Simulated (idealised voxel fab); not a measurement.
Title: Process Module voxel wiring stack
Each square cell in cross-section cut measures 5 nm, and the section as a whole is 260 nm wide.
A cross-section is a grid of square cells, given in bands from the top down. A band is one or more rows of cells.
Band: top and bottom heights (nm) first, top before bottom; then materials from left to right, widths in nm. "everywhere" marks a sole material filling the band edge to edge. "empty" denotes empty space.
Ref level 0: as-received wafer is one material below here. Bottom band extends down with no lower bound ("0..down").
Read "30->40" as a graded width: first number on top, second number at the bottom, same change between each pair of neighbouring rows.
Any step labelled "nothing different" changed none of the cells in the cross-section.
Voids not open to the top, 8 cells minimum: see "Enclosed internal cavities". Written width x height at distance; distance is from the left edge; nm.
If you see something after the settings on a step's line, that's the simulator's own remark about that step.
The "overlay nm" setting may appear on a step's line; for a step that uses a mask, it gives how far to the right of its planned position the mask lay, and a negative value indicates the left.
# Steps in the process plan
- 1: RECEIVE with material Si
- 2: CONFORMAL_DEP with material SiO2, thk nm 15
- 3: DIRECTIONAL_DEP with material TiN, thk nm 5
- 4: DIRECTIONAL_DEP with material Ru, thk nm 25
- 5: PATTERN with tone cover, mask id METAL_1, material resist, width nm 30, pitch nm 45, thk nm 15, overlay nm 0
- 6: DIRECTIONAL_ETCH with etch materials Ru, depth nm 25
- 7: DIRECTIONAL_ETCH with etch materials TiN, depth nm 5
- 8: STRIP with etch materials resist
- 9: CONFORMAL_DEP with material SiCN, thk nm 5
- 10: FILL_DEP with material SiO2, thk nm 5
- 11: CMP with height nm 45
- 12: CONFORMAL_DEP with material SiCN, thk nm 5
- 13: DIRECTIONAL_DEP with material lowk, thk nm 20
- 14: MASKED_ETCH with tone open, mask id PLUG_1, width nm 15, pitch nm 90, etch materials lowk, depth nm 20, overlay nm 0
- 15: MASKED_ETCH with tone open, mask id PLUG_1, width nm 15, pitch nm 90, etch materials SiCN, depth nm 5, overlay nm 0
- 16: EPI with material Ru, thk nm 10
- 17: EPI with material Ru, thk nm 10
- 18: EPI with material Ru, thk nm 5
- 19: CONFORMAL_DEP with material SiN, thk nm 5
- 20: DIRECTIONAL_DEP with material SiO2, thk nm 25
- 21: DIRECTIONAL_DEP with material aC, thk nm 15
- 22: PATTERN with tone open, mask id METAL_2, material resist, width nm 30, pitch nm 45, thk nm 35, overlay nm 0
- 23: DIRECTIONAL_ETCH with etch materials aC, depth nm 15
- 24: STRIP with etch materials resist
- 25: DIRECTIONAL_ETCH with etch materials SiO2, depth nm 25
- 26: DIRECTIONAL_ETCH with etch materials SiN, depth nm 5
- 27: STRIP with etch materials aC
- 28: CONFORMAL_DEP with material TiN, thk nm 5
- 29: FILL_DEP with material Ru, thk nm 10
- 30: CMP with height nm 100
- 31: EPI with material Ru, thk nm 5
- 32: FILL_DEP with material SiCN, thk nm 5
- 33: DIRECTIONAL_DEP with material lowk, thk nm 25
- 34: PATTERN with tone open, mask id METAL_3, material resist, width nm 30, pitch nm 45, thk nm 20, overlay nm 0
- 35: DIRECTIONAL_ETCH with etch materials lowk, depth nm 15
- 36: STRIP with etch materials resist
- 37: DIRECTIONAL_DEP with material aC, thk nm 15
- 38: PATTERN with tone open, mask id METAL_3_HOLES, material resist, width nm 15, pitch nm 45, thk nm 30, overlay nm 0
- 39: DIRECTIONAL_ETCH with etch materials aC, depth nm 15
- 40: STRIP with etch materials resist
- 41: DIRECTIONAL_ETCH with etch materials lowk, depth nm 10
- 42: DIRECTIONAL_ETCH with etch materials SiCN, depth nm 5
- 43: STRIP with etch materials aC
- 44: CONFORMAL_DEP with material TiN, thk nm 5
- 45: FILL_DEP with material Cu, thk nm 5
- 46: CMP with height nm 135
- 47: CONFORMAL_DEP with material SiN, thk nm 5
# Wafer as received: cross-section following step 1
> 0..down: Si everywhere
> Enclosed internal cavities: none
# Here's the cross-section of the first of our two wafers at the end of the module - it ran as planned
> 140..135: SiN everywhere
> 135..125: lowk=70  TiN=5  Cu=20  TiN=5  lowk=15  TiN=5  Cu=20  TiN=5  lowk=15  TiN=5  Cu=20  TiN=5  lowk=70
> 125..120: lowk=70  TiN=5  Cu=5  TiN=20  lowk=15  TiN=5  Cu=5  TiN=20  lowk=15  TiN=5  Cu=5  TiN=20  lowk=70
> 120..110: lowk=70  TiN=5  Cu=5  TiN=5  lowk=30  TiN=5  Cu=5  TiN=5  lowk=30  TiN=5  Cu=5  TiN=5  lowk=85
> 110..105: SiCN=70  TiN=15  SiCN=30  TiN=15  SiCN=30  TiN=15  SiCN=85
> 105..100: SiCN=65  Ru=40  SiCN=5  Ru=40  SiCN=5  Ru=40  SiCN=65
> 100..75: SiO2=70  TiN=5  Ru=20  TiN=5  SiO2=15  TiN=5  Ru=20  TiN=5  SiO2=15  TiN=5  Ru=20  TiN=5  SiO2=70
> 75..70: SiN=70  TiN=30  SiN=15  TiN=30  SiN=15  TiN=30  SiN=70
> 70..50: lowk=70  Ru=15  lowk=75  Ru=15  lowk=85
> 50..45: SiCN=70  Ru=15  SiCN=75  Ru=15  SiCN=85
> 45..20: SiO2=65  SiCN=5  Ru=30  SiCN=5  SiO2=5  SiCN=5  Ru=30  SiCN=5  SiO2=5  SiCN=5  Ru=30  SiCN=5  SiO2=65
> 20..15: SiCN=70  TiN=30  SiCN=15  TiN=30  SiCN=15  TiN=30  SiCN=70
> 15..0: SiO2 everywhere
> 0..down: Si everywhere
> Enclosed internal cavities: none
# The second wafer, shown in cross-section after the module: started the same way as the first and given the same plan, yet one mistake crept into how it was run
> 140..135: SiN everywhere
> 135..125: lowk=70  TiN=5  Cu=20  TiN=5  lowk=15  TiN=5  Cu=20  TiN=5  lowk=15  TiN=5  Cu=20  TiN=5  lowk=70
> 125..120: lowk=70  TiN=5  Cu=5  TiN=20  lowk=15  TiN=5  Cu=5  TiN=20  lowk=15  TiN=5  Cu=5  TiN=20  lowk=70
> 120..110: lowk=70  TiN=5  Cu=5  TiN=5  lowk=30  TiN=5  Cu=5  TiN=5  lowk=30  TiN=5  Cu=5  TiN=5  lowk=85
> 110..105: SiCN=70  TiN=15  SiCN=30  TiN=15  SiCN=30  TiN=15  SiCN=85
> 105..100: Ru everywhere
> 100..85: Ru=60  TiN=5  SiO2=5  TiN=5  Ru=75  TiN=5  SiO2=5  TiN=5  Ru=95
> 85..80: TiN=65  SiO2=5  TiN=5  Ru=20  TiN=25  Ru=20  TiN=15  SiO2=5  TiN=5  Ru=20  TiN=75
> 80..75: SiO2=70  TiN=5  Ru=20  TiN=5  SiO2=15  TiN=5  Ru=20  TiN=5  SiO2=15  TiN=5  Ru=20  TiN=5  SiO2=70
> 75..70: SiO2=65  SiN=5  TiN=30  SiO2=15  TiN=5  Ru=20  TiN=5  SiO2=10  SiN=5  TiN=30  SiO2=70
> 70..55: SiO2=65  SiN=5  lowk=15  SiN=5  TiN=10  SiO2=15  TiN=5  Ru=20  TiN=5  SiO2=10  SiN=5  lowk=15  SiN=5  TiN=10  SiO2=70
> 55..50: SiN=70  lowk=15  SiN=5  TiN=10  SiN=15  TiN=30  SiN=15  lowk=15  SiN=5  TiN=10  SiN=70
> 50..45: SiCN everywhere
> 45..20: SiO2=65  SiCN=5  Ru=30  SiCN=5  SiO2=5  SiCN=5  Ru=30  SiCN=5  SiO2=5  SiCN=5  Ru=30  SiCN=5  SiO2=65
> 20..15: SiCN=70  TiN=30  SiCN=15  TiN=30  SiCN=15  TiN=30  SiCN=70
> 15..0: SiO2 everywhere
> 0..down: Si everywhere
> Enclosed internal cavities: none
Against the plan, the run slipped here: not per plan at step 14, really ran MASKED_ETCH with tone cover, mask id PLUG_1, width nm 15, pitch nm 90, etch materials lowk, depth nm 20, overlay nm 0
End of process, cell counts, second wafer against first, materials with more or fewer: Ru: 116 more; SiCN: 22 fewer; SiN: 16 more; TiN: 50 more; lowk: 160 fewer
